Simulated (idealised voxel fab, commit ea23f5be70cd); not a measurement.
Proc. module: voxel capacitor over wiring
Section shown: cut. Width: 150 nm. Cell size: 5 nm, square.
Heads up, the way a cross-section reads in here is a grid of square cells, handed over as bands from the top down, with every band being one or more rows of cells. Basically the band line says how high the top is and how high the bottom is, in nm, and then what's in it from left to right, every material with its width in nm. Empty space shows up as "empty", and if a single material carries "full width" it runs the full band edge to edge. Zero point of the height axis is 0; under it, received wafer = one material. Lowest band: continues down indefinitely, "from 0 down". Think of "30..40" as a width that walks from the first number to the second as you go down the band, top row to bottom row, taking equal-sized steps from row to row. What does "nothing altered" mean for a step? It means no cell of the cross-section changed in that step. The label "Completely enclosed voids" introduces a list of the empty spaces, 8 cells or larger, that have no open way up to the top; each entry in it reads width x height at distance, where the distance is taken from the left edge and all three are stated in nm. Heads up: the bit after the settings on a step's line is the simulator's remark on that step. overlay nm: step with mask; distance mask lay right of planned place; negative value = left of planned place.
## List of planned process steps
1. op RECEIVE | material Si
2. op CONFORMAL_DEP | material SiO2 | thk nm 15
3. op DIRECTIONAL_DEP | material TiN | thk nm 5
4. op DIRECTIONAL_DEP | material Ru | thk nm 15
5. op MASKED_ETCH | tone cover | mask id METAL_1 | width nm 20 | pitch nm 75 | etch materials Ru | depth nm 15 | overlay nm 0
6. op MASKED_ETCH | tone cover | mask id METAL_1 | width nm 20 | pitch nm 75 | etch materials TiN | depth nm 5 | overlay nm 0
7. op FILL_DEP | material lowk | thk nm 5
8. op CMP | height nm 35
9. op CONFORMAL_DEP | material SiCN | thk nm 5
10. op DIRECTIONAL_DEP | material SiO2 | thk nm 10
11. op DIRECTIONAL_DEP | material aC | thk nm 10
12. op PATTERN | tone open | mask id PLUG_1 | material resist | width nm 15 | thk nm 30 | overlay nm 0
13. op DIRECTIONAL_ETCH | etch materials aC | depth nm 10
14. op STRIP | etch materials resist
15. op DIRECTIONAL_ETCH | etch materials SiO2 | depth nm 10
16. op DIRECTIONAL_ETCH | etch materials SiCN | depth nm 5
17. op STRIP | etch materials aC
18. op EPI | material Ru | thk nm 10
19. op EPI | material Ru | thk nm 5
20. op DIRECTIONAL_DEP | material TiN | thk nm 10
21. op DIRECTIONAL_DEP | material Al2O3 | thk nm 5
22. op DIRECTIONAL_DEP | material TiN | thk nm 5
23. op DIRECTIONAL_DEP | material aC | thk nm 10
24. op PATTERN | tone cover | mask id UPPER_PLATE | material resist | width nm 60 | thk nm 25 | overlay nm 0
25. op DIRECTIONAL_ETCH | etch materials aC | depth nm 10
26. op STRIP | etch materials resist
27. op DIRECTIONAL_ETCH | etch materials TiN | depth nm 5
28. op DIRECTIONAL_ETCH | etch materials Al2O3 | depth nm 5
29. op STRIP | etch materials aC
30. op DIRECTIONAL_DEP | material aC | thk nm 15
31. op PATTERN | tone cover | mask id LOWER_PLATE | material resist | width nm 70 | thk nm 30 | overlay nm 0
32. op DIRECTIONAL_ETCH | etch materials aC | depth nm 15
33. op STRIP | etch materials resist
34. op DIRECTIONAL_ETCH | etch materials TiN | depth nm 10
35. op STRIP | etch materials aC
36. op FILL_DEP | material SiO2 | thk nm 20
37. op CMP | height nm 85
38. op MASKED_ETCH | tone open | mask id PLUG_2 | width nm 15 | etch materials SiO2 | depth nm 15 | overlay nm 0
39. op CONFORMAL_DEP | material TiN | thk nm 5
40. op FILL_DEP | material W | thk nm 10
41. op CMP | height nm 85
42. op CONFORMAL_DEP | material SiN | thk nm 5
## Step 1 complete: cross-section of the wafer as received
- from 0 down | Si full width
- Completely enclosed voids: none
## End-of-module cross-section of the first of two wafers, processed as planned
- from 90 to 85 | SiN full width
- from 85 to 75 | 40 SiO2; 5 TiN; 5 W; 5 TiN; 95 SiO2
- from 75 to 65 | 40..30 SiO2; 15..60 TiN; 95..60 SiO2
- from 65 to 60 | 30 SiO2; 60 Al2O3; 60 SiO2
- from 60 to 50 | 25 SiO2; 70 TiN; 55 SiO2
- from 50 to 40 | 30 SiO2; 15 Ru; 105 SiO2
- from 40 to 35 | 30 SiCN; 15 Ru; 105 SiCN
- from 35 to 20 | 25 lowk; 20 Ru; 55 lowk; 20 Ru; 30 lowk
- from 20 to 15 | 25 lowk; 20 TiN; 55 lowk; 20 TiN; 30 lowk
- from 15 to 0 | SiO2 full width
- from 0 down | Si full width
- Completely enclosed voids: none
## Now the second wafer, cross-sectioned at the end of the module. Nothing different at the start, nothing different in the plan compared with the first, just one mistake when it was actually run
- from 90 to 85 | SiN full width
- from 85 to 75 | 30 SiO2; 60 SiN; 60 SiO2
- from 75 to 70 | SiN full width
- from 70 to 65 | 30 SiN; 60 TiN; 60 SiN
- from 65 to 60 | 30 SiN; 60 Al2O3; 60 SiN
- from 60 to 50 | TiN full width
- from 50 to 40 | 30 SiO2; 15 Ru; 105 SiO2
- from 40 to 35 | 30 SiCN; 15 Ru; 105 SiCN
- from 35 to 20 | 25 lowk; 20 Ru; 55 lowk; 20 Ru; 30 lowk
- from 20 to 15 | 25 lowk; 20 TiN; 55 lowk; 20 TiN; 30 lowk
- from 15 to 0 | SiO2 full width
- from 0 down | Si full width
- Completely enclosed voids: none
Error vs. plan: step 30 deviated from plan and actually ran as op DIRECTIONAL_DEP | material SiN | thk nm 15
Heads up, by the end the second wafer has more or fewer cells of some materials compared to the first: 90 more of SiN | 113 fewer of SiO2 | 25 more of TiN | 2 fewer of W
